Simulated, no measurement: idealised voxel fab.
Module name: voxel self aligned vias (process module)
Cross-section cut: width 250 nm, square cells of 5 nm.
Square cells in a grid make up a cross-section in this document, and the grid is given as bands, listed from the top down, each one or more rows of cells. Quick guide to a band line: top height, bottom height (nm) up front; then every material left to right with its width in nm. Only one material and it's marked "all across"? Then it fills the band edge to edge. And "air" just means empty space. The level at which height equals 0 is the one under which the wafer, as it arrives, is entirely one material. No lower edge exists for the bottom band, which continues downward and is notated as in "0 and below". Quick explanation for "30 to 40": the width changes in equal steps down the rows of cells, from the first number in the band's top row to the second number in its bottom row. Step marked "stayed the same"? Then no cell in the cross-section changed in it. Entry "Sealed void list" = empty spaces >= 8 cells with no open way to the top; each as width x height at distance, distance from left edge, all nm. Formally, on a step line, whatever follows the settings is a remark that the simulator itself makes on the step. The "overlay nm" setting may appear on a step's line; for a step that uses a mask, it gives how far to the right of its planned position the mask lay, and a negative value indicates the left.
Below is the list of planned process steps:
| 1 | RECEIVE with material Si |
| 2 | CONFORMAL_DEP with material SiO2, thk nm 15 |
| 3 | CONFORMAL_DEP with material SiCN, thk nm 5 |
| 4 | DIRECTIONAL_DEP with material SiO2, thk nm 30 |
| 5 | DIRECTIONAL_DEP with material aC, thk nm 15 |
| 6 | PATTERN with tone open, mask id LINES, material resist, width nm 30, pitch nm 75, thk nm 35, overlay nm 0 |
| 7 | DIRECTIONAL_ETCH with etch materials aC, depth nm 15 |
| 8 | STRIP with etch materials resist |
| 9 | DIRECTIONAL_ETCH with etch materials SiO2, depth nm 30 |
| 10 | STRIP with etch materials aC |
| 11 | CONFORMAL_DEP with material TiN, thk nm 5 |
| 12 | FILL_DEP with material W, thk nm 10 |
| 13 | CMP with height nm 50 |
| 14 | SELECTIVE_ETCH with etch materials W Ru TiN, depth nm 5 |
| 15 | FILL_DEP with material SiN, thk nm 5 |
| 16 | CMP with height nm 50 |
| 17 | DIRECTIONAL_DEP with material SiO2, thk nm 20 |
| 18 | PATTERN with tone open, mask id VIAS, material resist, width nm 50, pitch nm 150, thk nm 15, overlay nm 0 |
| 19 | DIRECTIONAL_ETCH with etch materials SiO2, depth nm 20 |
| 20 | DIRECTIONAL_ETCH with etch materials SiN, depth nm 5 |
| 21 | STRIP with etch materials resist |
| 22 | CONFORMAL_DEP with material TiN, thk nm 5 |
| 23 | FILL_DEP with material Cu, thk nm 10 |
| 24 | CMP with height nm 70 |
| 25 | CONFORMAL_DEP with material SiN, thk nm 5 |
Cross-section of the wafer upon arrival, representing the state reached after step 1:
0 and below: Si all across
Sealed void list: none
First wafer of two, sectioned at end of module; run went per plan:
75 down to 70: SiN all across
70 down to 55: SiO2 25 nm / TiN 5 nm / Cu 40 nm / TiN 5 nm / SiO2 100 nm / TiN 5 nm / Cu 40 nm / TiN 5 nm / SiO2 25 nm
55 down to 50: SiO2 25 nm / TiN 15 nm / Cu 20 nm / TiN 15 nm / SiO2 100 nm / TiN 15 nm / Cu 20 nm / TiN 15 nm / SiO2 25 nm
50 down to 45: SiO2 35 nm / TiN 30 nm / SiO2 45 nm / SiN 30 nm / SiO2 45 nm / TiN 30 nm / SiO2 35 nm
45 down to 25: SiO2 35 nm / TiN 5 nm / W 20 nm / TiN 5 nm / SiO2 45 nm / TiN 5 nm / W 20 nm / TiN 5 nm / SiO2 45 nm / TiN 5 nm / W 20 nm / TiN 5 nm / SiO2 35 nm
25 down to 20: SiO2 35 nm / TiN 30 nm / SiO2 45 nm / TiN 30 nm / SiO2 45 nm / TiN 30 nm / SiO2 35 nm
20 down to 15: SiCN all across
15 down to 0: SiO2 all across
0 and below: Si all across
Sealed void list: none
Second wafer of the two, sectioned at the end of the module. It began like the first and followed the same plan, but one mistake was made while running it:
75 down to 70: SiN all across
70 down to 50: SiO2 25 nm / TiN 5 nm / Cu 40 nm / TiN 5 nm / SiO2 100 nm / TiN 5 nm / Cu 40 nm / TiN 5 nm / SiO2 25 nm
50 down to 45: SiN 25 nm / TiN 50 nm / SiN 100 nm / TiN 50 nm / SiN 25 nm
45 down to 40: W all across
40 down to 35: TiN 40 nm / W 20 nm / TiN 55 nm / W 20 nm / TiN 55 nm / W 20 nm / TiN 40 nm
35 down to 10: SiO2 35 nm / TiN 5 nm / W 20 nm / TiN 5 nm / SiO2 45 nm / TiN 5 nm / W 20 nm / TiN 5 nm / SiO2 45 nm / TiN 5 nm / W 20 nm / TiN 5 nm / SiO2 35 nm
10 down to 5: SiO2 35 nm / TiN 30 nm / SiO2 45 nm / TiN 30 nm / SiO2 45 nm / TiN 30 nm / SiO2 35 nm
5 down to 0: SiCN all across
0 and below: Si all across
Sealed void list: none
It is concluded that the wafer was processed incorrectly with respect to the plan, in that step 2 of the plan never got run, it was skipped over
Final difference in cells, second wafer against first, listed per material as more or fewer: Cu: 8 more; SiN: 24 more; SiO2: 150 fewer; TiN: 44 more; W: 74 more
